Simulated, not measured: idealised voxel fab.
process module | voxel self aligned vias
cross-section cut | 285 nm wide | cells 5 nm
A cross-section is a grid of square cells, given in bands from the top down. A band is one or more rows of cells.
Each band's line starts with the height of the band's top and of its bottom, in nm. Then come its materials from left to right, each with its width in nm. One material with "throughout" fills the band from edge to edge. "air" is empty space.
Height 0 is the level under which the wafer as received is all one material. The lowest band goes on downwards, as in "0 down".
A width such as "30 to 40" changes by the same amount from each row of cells to the next, from the band's top row to its bottom row.
"no change" after a step means that no cell of the cross-section changed.
closed voids: empty space of 8 cells or more with no open way to the top, each as width x height at its distance from the left edge, in nm
after a step's settings: what the simulator itself notes on the step
overlay nm, on a step with a mask: how far to the right of its planned place the mask lay; to the left if negative
plan
1 op RECEIVE | material Si
2 op CONFORMAL_DEP | material SiO2 | thk nm 15
3 op CONFORMAL_DEP | material SiCN | thk nm 5
4 op DIRECTIONAL_DEP | material lowk | thk nm 30
5 op DIRECTIONAL_DEP | material aC | thk nm 10
6 op PATTERN | tone open | mask id LINES | material resist | width nm 30 | pitch nm 55 | thk nm 25 | overlay nm 0
7 op DIRECTIONAL_ETCH | etch materials aC | depth nm 10
8 op STRIP | etch materials resist
9 op DIRECTIONAL_ETCH | etch materials lowk | depth nm 30
10 op STRIP | etch materials aC
11 op CONFORMAL_DEP | material TiN | thk nm 5
12 op FILL_DEP | material W | thk nm 10
13 op CMP | height nm 50
14 op SELECTIVE_ETCH | etch materials W Ru TiN | depth nm 5
15 op FILL_DEP | material SiN | thk nm 5
16 op CMP | height nm 50
17 op DIRECTIONAL_DEP | material lowk | thk nm 20
18 op PATTERN | tone open | mask id VIAS | material resist | width nm 40 | thk nm 20 | overlay nm 0
19 op DIRECTIONAL_ETCH | etch materials lowk | depth nm 20
20 op DIRECTIONAL_ETCH | etch materials SiN | depth nm 5
21 op STRIP | etch materials resist
22 op CONFORMAL_DEP | material TiN | thk nm 5
23 op FILL_DEP | material W | thk nm 10
24 op CMP | height nm 70
25 op CONFORMAL_DEP | material SiN | thk nm 5
as received, after step 1
  0 down: Si throughout
  closed voids: none
first wafer at the end, as planned
  75 to 70: SiN throughout
  70 to 55: lowk 95 | TiN 5 | W 30 | TiN 5 | lowk 150
  55 to 50: lowk 95 | TiN 10 | W 20 | TiN 10 | lowk 150
  50 to 45: lowk 100 | TiN 30 | lowk 25 | SiN 30 | lowk 100
  45 to 25: lowk 100 | TiN 5 | W 20 | TiN 5 | lowk 25 | TiN 5 | W 20 | TiN 5 | lowk 100
  25 to 20: lowk 100 | TiN 30 | lowk 25 | TiN 30 | lowk 100
  20 to 15: SiCN throughout
  15 to 0: SiO2 throughout
  0 down: Si throughout
  closed voids: none
second wafer at the end: like start, like plan, one mistake
  75 to 70: SiN throughout
  70 to 55: lowk 95 | TiN 5 | W 30 | TiN 5 | lowk 150
  55 to 50: lowk 95 | TiN 10 | W 20 | TiN 10 | lowk 150
  50 to 45: lowk 100 | TiN 30 | lowk 25 | SiN 30 | lowk 100
  45 to 35: lowk 100 | TiN 5 | W 20 | TiN 5 | lowk 25 | TiN 5 | W 20 | TiN 5 | lowk 100
  35 to 30: lowk 100 | TiN 30 | lowk 25 | TiN 30 | lowk 100
  30 to 25: SiCN throughout
  25 to 0: SiO2 throughout
  0 down: Si throughout
  closed voids: none
what went wrong: step 2 ran as: op CONFORMAL_DEP | material SiO2 | thk nm 25
at the end the second wafer has, in cells: 114 more of SiO2 | 8 fewer of TiN | 16 fewer of W | 90 fewer of lowk
